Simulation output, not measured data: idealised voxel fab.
The document below concerns the process module designated voxel double patterning.
Cross-sectional view cut (width: 265 nm; square cell size: 5 nm).
Cross-sections here: square-cell grids, written as top-down lists of bands, a band being one or more rows of cells. First you get the band's top height and its bottom height, in nm, and then the materials it's made of, left to right, with each width in nm. If you see a single material with "everywhere", that one covers the band edge to edge. "empty" is empty space. For the purposes of this specification, 0 denotes the height below which the wafer in its as-received condition is composed wholly of one material, and the lowermost band, lacking a lower limit, extends downward without end, as expressed in "z 0 and below". Width spec "30..40" -> top row of cells at first value, bottom row at second value, equal per-row change in between. Basically "no modifications" means that step didn't change any cell in the cross-section. Empty spaces counting at least 8 cells and having no open way to the top are listed in "Voids, fully enclosed". The notation width x height at distance is used for each, the distance being from the left edge and all three values in nm. On each step's line, the part that comes after the settings is the simulator's own comment on the step. Steps that use a mask can have "overlay nm" on their line. It says how far the mask sat to the right of where it was meant to be. Negative means to the left.

Steps in the process plan:
1) RECEIVE,material Si
2) CONFORMAL_DEP,material SiO2,thk nm 5
3) DIRECTIONAL_DEP,material TiN,thk nm 15
4) DIRECTIONAL_DEP,material SiN,thk nm 5
5) MASKED_ETCH,tone open,mask id FIRST,width nm 15,pitch nm 50,etch materials SiN,depth nm 5,overlay nm 0
6) PATTERN,tone open,mask id SECOND,material resist,width nm 15,pitch nm 50,thk nm 15,overlay nm 0
7) DIRECTIONAL_ETCH,etch materials SiN,depth nm 5
8) STRIP,etch materials resist
9) DIRECTIONAL_ETCH,etch materials TiN,depth nm 15
10) STRIP,etch materials SiN

First of two wafers - as planned:

Cross-section, incoming material, after step 1:
> z 0 and below: Si everywhere
> Voids, fully enclosed: none

State of the wafer after step 2, shown in cross-section:
> z 5 to 0: SiO2 everywhere
> Below a height of 0, the structure has not been altered.

State of the wafer after step 3, shown in cross-section:
> z 20 to 5: TiN everywhere
> Below a height of 5, the structure has not been altered.

State of the wafer after step 4, shown in cross-section:
> z 25 to 20: SiN everywhere
> Below a height of 20, the structure has not been altered.

State of the wafer after step 5, shown in cross-section:
> z 25 to 20: SiN (75) / empty (15) / SiN (35) / empty (15) / SiN (35) / empty (15) / SiN (75)
> Below a height of 20, the structure has not been altered.

State of the wafer after step 6, shown in cross-section:
> z 40 to 25: resist (100) / empty (15) / resist (35) / empty (15) / resist (100)
> z 25 to 20: SiN (75) / resist (15) / SiN (35) / resist (15) / SiN (35) / resist (15) / SiN (75)
> Below a height of 20, the structure has not been altered.

State of the wafer after step 7, shown in cross-section:
> z 40 to 25: resist (100) / empty (15) / resist (35) / empty (15) / resist (100)
> z 25 to 20: SiN (75) / resist (15) / SiN (10) / empty (15) / SiN (10) / resist (15) / SiN (10) / empty (15) / SiN (10) / resist (15) / SiN (75)
> Below a height of 20, the structure has not been altered.

State of the wafer after step 8, shown in cross-section:
> z 25 to 20: SiN (75) / empty (15) / SiN (10) / empty (15) / SiN (10) / empty (15) / SiN (10) / empty (15) / SiN (10) / empty (15) / SiN (75)
> Below a height of 20, the structure has not been altered.

State of the wafer after step 9, shown in cross-section:
> z 25 to 20: SiN (75) / empty (15) / SiN (10) / empty (15) / SiN (10) / empty (15) / SiN (10) / empty (15) / SiN (10) / empty (15) / SiN (75)
> z 20 to 5: TiN (75) / empty (15) / TiN (10) / empty (15) / TiN (10) / empty (15) / TiN (10) / empty (15) / TiN (10) / empty (15) / TiN (75)
> Below a height of 5, the structure has not been altered.

State of the wafer after step 10, shown in cross-section:
> z 20 to 5: TiN (75) / empty (15) / TiN (10) / empty (15) / TiN (10) / empty (15) / TiN (10) / empty (15) / TiN (10) / empty (15) / TiN (75)
> Below a height of 5, the structure has not been altered.

The Second Wafer: Common Origin and Plan, One Mistake in Execution, Identical to the First Through Step 3:

X-section, second wafer, when step 4 was due to finish:
> z 25 to 20: SiO2 everywhere
> Below a height of 20, the structure has not been altered.

X-section, second wafer, when step 5 was due to finish: no modifications

X-section, second wafer, when step 6 was due to finish:
> z 40 to 25: resist (100) / empty (15) / resist (35) / empty (15) / resist (100)
> Below a height of 25, the structure has not been altered.

X-section, second wafer, when step 7 was due to finish: no modifications

X-section, second wafer, when step 8 was due to finish:
> z 25 to 20: SiO2 everywhere
> Below a height of 20, the structure has not been altered.

X-section, second wafer, when step 9 was due to finish: no modifications

X-section, second wafer, when step 10 was due to finish: no modifications
The plan and the run diverged here: the process deviated at step 4: the operation and settings actually run there were DIRECTIONAL_DEP,material SiO2,thk nm 5
Final tally in cells, some materials are higher or lower on the second wafer than on the first: SiO2 +53; TiN +45
